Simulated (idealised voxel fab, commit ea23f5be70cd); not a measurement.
The document below concerns the process module designated voxel double patterning.
180 nm wide, 5 nm square cells: that's cross-section cut.
In this document a cross-section is written as a grid of square cells. It is given as a series of bands, listed from the top down, and a band is one or more rows of cells. Look at the band entry: it leads with the top's height and the bottom's height in nm. Then it lists the materials left to right, with a width in nm for each. The word "throughout" on a single material says that material fills the band edge to edge. The word "blank" is empty space. Heights from 0 (as-received wafer is one material below). Bottom band endless downward, as "top 0, no bottom". Note: "30 to 40" means the width goes from the first number (top row of the band) to the second number (bottom row) in equal steps per row of cells. "nothing altered", as given for a step, is the statement that not any cell of the cross-section underwent a change during that step. Empty spaces counting at least 8 cells and having no open way to the top are listed in "Cavities, closed". The notation width x height at distance is used for each, the distance being from the left edge and all three values in nm. Step line, after settings: the simulator's comment on this step. overlay nm: where the mask lay relative to plan, measured to the right, on steps with a mask; negatives go left.
## Set out below are the planned steps of the process
- 1: RECEIVE,material Si
- 2: CONFORMAL_DEP,material SiO2,thk nm 5
- 3: DIRECTIONAL_DEP,material W,thk nm 10
- 4: DIRECTIONAL_DEP,material SiCN,thk nm 5
- 5: MASKED_ETCH,tone open,mask id FIRST,width nm 15,pitch nm 50,etch materials SiCN,depth nm 5,overlay nm 0
- 6: PATTERN,tone open,mask id SECOND,material resist,width nm 15,pitch nm 50,thk nm 15,overlay nm 0
- 7: DIRECTIONAL_ETCH,etch materials SiCN,depth nm 5
- 8: STRIP,etch materials resist
- 9: DIRECTIONAL_ETCH,etch materials W,depth nm 20
- 10: STRIP,etch materials SiCN
Where the wafers of this document differ is in the thk nm of step 3; they start out the same, and the plan states the value that applied to the first wafer.
## The first of several wafers, as received after step 1, seen in section
top 0, no bottom | Si throughout
Cavities, closed: none
## The following table contains a row per wafer, in which are reported, at the conclusion of the module, the cells of each material gained (+) or lost (-) since the wafer's receipt, with its closed voids given thereafter
thk nm 10; +36 SiO2; +42 W; Cavities, closed: none
thk nm 15; +36 SiO2; +63 W; Cavities, closed: none
thk nm 20; +36 SiO2; +84 W; Cavities, closed: none
thk nm 25; +36 SiO2; +120 W; Cavities, closed: none
thk nm 30; +36 SiO2; +156 W; Cavities, closed: none
thk nm 35; +36 SiO2; +192 W; Cavities, closed: none
